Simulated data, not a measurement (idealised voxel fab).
The following process module bears the name voxel quadruple lines.
Square cells of 5 nm make up the cross-section cut, whose width is 240 nm.
A cross-section is written here as square cells arranged in a grid, and it is given in bands from the top down, each band taking up one or more rows of cells. Band: top and bottom heights (nm) first, top before bottom; then materials from left to right, widths in nm. "all across" marks a sole material filling the band edge to edge. "air" denotes empty space. For the purposes of this specification, 0 denotes the height below which the wafer in its as-received condition is composed wholly of one material, and the lowermost band, lacking a lower limit, extends downward without end, as expressed in "from 0 down". Note: "30->40" means the width goes from the first number (top row of the band) to the second number (bottom row) in equal steps per row of cells. Reading "nothing different" for a step: not a cell of the cross-section changed in it. Each empty space that has no open way to the top and spans at least 8 cells appears under "Internal closed voids" as width x height at distance, the distance counted from the left edge, all in nm. The remark found on a step's line after its settings is issued by the simulator itself and pertains to that step. overlay nm: step with mask; distance mask lay right of planned place; negative value = left of planned place.

### plan
step 1: RECEIVE [material Si]
step 2: CONFORMAL_DEP [material SiO2] [thk nm 10]
step 3: DIRECTIONAL_DEP [material TiN] [thk nm 15]
step 4: DIRECTIONAL_DEP [material polySi] [thk nm 20]
step 5: DIRECTIONAL_DEP [material aC] [thk nm 20]
step 6: PATTERN [tone cover] [mask id MANDREL] [material resist] [width nm 30] [thk nm 30] [overlay nm 0]
step 7: DIRECTIONAL_ETCH [etch materials aC] [depth nm 20]
step 8: STRIP [etch materials resist]
step 9: CONFORMAL_DEP [material SiO2] [thk nm 10]
step 10: DIRECTIONAL_ETCH [etch materials SiO2] [depth nm 10]
step 11: STRIP [etch materials aC]
step 12: DIRECTIONAL_ETCH [etch materials polySi] [depth nm 20]
step 13: STRIP [etch materials SiO2]
step 14: CONFORMAL_DEP [material SiCN] [thk nm 10]
step 15: DIRECTIONAL_ETCH [etch materials SiCN] [depth nm 10]
step 16: STRIP [etch materials polySi]
step 17: DIRECTIONAL_ETCH [etch materials TiN] [depth nm 15]
step 18: STRIP [etch materials SiCN]

### As-received wafer cross-section (after step 1)
  from 0 down | Si all across
  Internal closed voids: none

### Post-module cross-section of the first of two wafers (run per plan)
  from 25 to 10 | 85 of air; 10 of TiN; 10 of air; 10 of TiN; 10 of air; 10 of TiN; 10 of air; 10 of TiN; 85 of air
  from 10 to 0 | SiO2 all across
  from 0 down | Si all across
  Internal closed voids: none

### Module end: cross-section of wafer two of two. Same start and process plan as the first wafer. One mistake during execution
  from 25 to 10 | 95 of air; 10 of TiN; 10 of air; 10 of TiN; 10 of air; 10 of TiN; 95 of air
  from 10 to 0 | SiO2 all across
  from 0 down | Si all across
  Internal closed voids: none
Short version of what went wrong: step 6 deviated from plan and actually ran as PATTERN [tone open] [mask id MANDREL] [material resist] [width nm 30] [thk nm 30] [overlay nm 0]
Cell-count delta at end, second wafer over first, by material: TiN -6
